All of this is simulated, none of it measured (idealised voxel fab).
process module | voxel spacer lines
cross-section cut | 215 nm wide | cells 5 nm
A cross-section is a grid of square cells, given in bands from the top down. A band is one or more rows of cells.
Each band's line starts with the height of the band's top and of its bottom, in nm. Then come its materials from left to right, each with its width in nm. One material with "throughout" fills the band from edge to edge. "air" is empty space.
Height 0 is the level under which the wafer as received is all one material. The lowest band goes on downwards, as in "0 down".
A width such as "30 to 40" changes by the same amount from each row of cells to the next, from the band's top row to its bottom row.
"no change" after a step means that no cell of the cross-section changed.
closed voids: empty space of 8 cells or more with no open way to the top, each as width x height at its distance from the left edge, in nm
after a step's settings: what the simulator itself notes on the step
overlay nm, on a step with a mask: how far to the right of its planned place the mask lay; to the left if negative
plan
1 op RECEIVE | material Si
2 op CONFORMAL_DEP | material Al2O3 | thk nm 10
3 op DIRECTIONAL_DEP | material SiN | thk nm 15
4 op DIRECTIONAL_DEP | material aC | thk nm 30
5 op PATTERN | tone cover | mask id MANDREL | material resist | width nm 15 | pitch nm 60 | thk nm 40 | overlay nm 0
6 op DIRECTIONAL_ETCH | etch materials aC | depth nm 30
7 op STRIP | etch materials resist
8 op CONFORMAL_DEP | material SiO2 | thk nm 15
9 op DIRECTIONAL_ETCH | etch materials SiO2 | depth nm 15
10 op STRIP | etch materials aC
11 op DIRECTIONAL_ETCH | etch materials SiN | depth nm 15
12 op STRIP | etch materials SiO2
first wafer, as planned
as received, after step 1
  0 down: Si throughout
  closed voids: none
after step 2
  10 to 0: Al2O3 throughout
  below 0: unchanged
after step 3
  25 to 10: SiN throughout
  below 10: unchanged
after step 4
  55 to 25: aC throughout
  below 25: unchanged
after step 5
  95 to 55: air 70 | resist 15 | air 45 | resist 15 | air 70
  below 55: unchanged
after step 6
  65 to 55: air 70 | resist 15 | air 45 | resist 15 | air 70
  55 to 25: air 70 | aC 15 | air 45 | aC 15 | air 70
  below 25: unchanged
after step 7
  55 to 25: air 70 | aC 15 | air 45 | aC 15 | air 70
  below 25: unchanged
after step 8
  70 to 55: air 55 | SiO2 45 | air 15 | SiO2 45 | air 55
  55 to 40: air 55 | SiO2 15 | aC 15 | SiO2 15 | air 15 | SiO2 15 | aC 15 | SiO2 15 | air 55
  40 to 25: SiO2 70 | aC 15 | SiO2 45 | aC 15 | SiO2 70
  below 25: unchanged
after step 9
  55 to 25: air 55 | SiO2 15 | aC 15 | SiO2 15 | air 15 | SiO2 15 | aC 15 | SiO2 15 | air 55
  below 25: unchanged
after step 10
  55 to 25: air 55 | SiO2 15 | air 15 | SiO2 15 | air 15 | SiO2 15 | air 15 | SiO2 15 | air 55
  below 25: unchanged
after step 11
  55 to 25: air 55 | SiO2 15 | air 15 | SiO2 15 | air 15 | SiO2 15 | air 15 | SiO2 15 | air 55
  25 to 10: air 55 | SiN 15 | air 15 | SiN 15 | air 15 | SiN 15 | air 15 | SiN 15 | air 55
  below 10: unchanged
after step 12
  25 to 10: air 55 | SiN 15 | air 15 | SiN 15 | air 15 | SiN 15 | air 15 | SiN 15 | air 55
  below 10: unchanged
second wafer: like start, like plan, one mistake. Through step 4 it matches the first wafer
when step 5 should have ended
  95 to 55: air 65 | resist 15 | air 45 | resist 15 | air 75
  below 55: unchanged
when step 6 should have ended
  65 to 55: air 65 | resist 15 | air 45 | resist 15 | air 75
  55 to 25: air 65 | aC 15 | air 45 | aC 15 | air 75
  below 25: unchanged
when step 7 should have ended
  55 to 25: air 65 | aC 15 | air 45 | aC 15 | air 75
  below 25: unchanged
when step 8 should have ended
  70 to 55: air 50 | SiO2 45 | air 15 | SiO2 45 | air 60
  55 to 40: air 50 | SiO2 15 | aC 15 | SiO2 15 | air 15 | SiO2 15 | aC 15 | SiO2 15 | air 60
  40 to 25: SiO2 65 | aC 15 | SiO2 45 | aC 15 | SiO2 75
  below 25: unchanged
when step 9 should have ended
  55 to 25: air 50 | SiO2 15 | aC 15 | SiO2 15 | air 15 | SiO2 15 | aC 15 | SiO2 15 | air 60
  below 25: unchanged
when step 10 should have ended
  55 to 25: air 50 | SiO2 15 | air 15 | SiO2 15 | air 15 | SiO2 15 | air 15 | SiO2 15 | air 60
  below 25: unchanged
when step 11 should have ended
  55 to 25: air 50 | SiO2 15 | air 15 | SiO2 15 | air 15 | SiO2 15 | air 15 | SiO2 15 | air 60
  25 to 10: air 50 | SiN 15 | air 15 | SiN 15 | air 15 | SiN 15 | air 15 | SiN 15 | air 60
  below 10: unchanged
when step 12 should have ended
  25 to 10: air 50 | SiN 15 | air 15 | SiN 15 | air 15 | SiN 15 | air 15 | SiN 15 | air 60
  below 10: unchanged
what went wrong: step 5 ran as: op PATTERN | tone cover | mask id MANDREL | material resist | width nm 15 | pitch nm 60 | thk nm 40 | overlay nm -5
at the end the second wafer has, in cells: as many of each material as the first, in other places
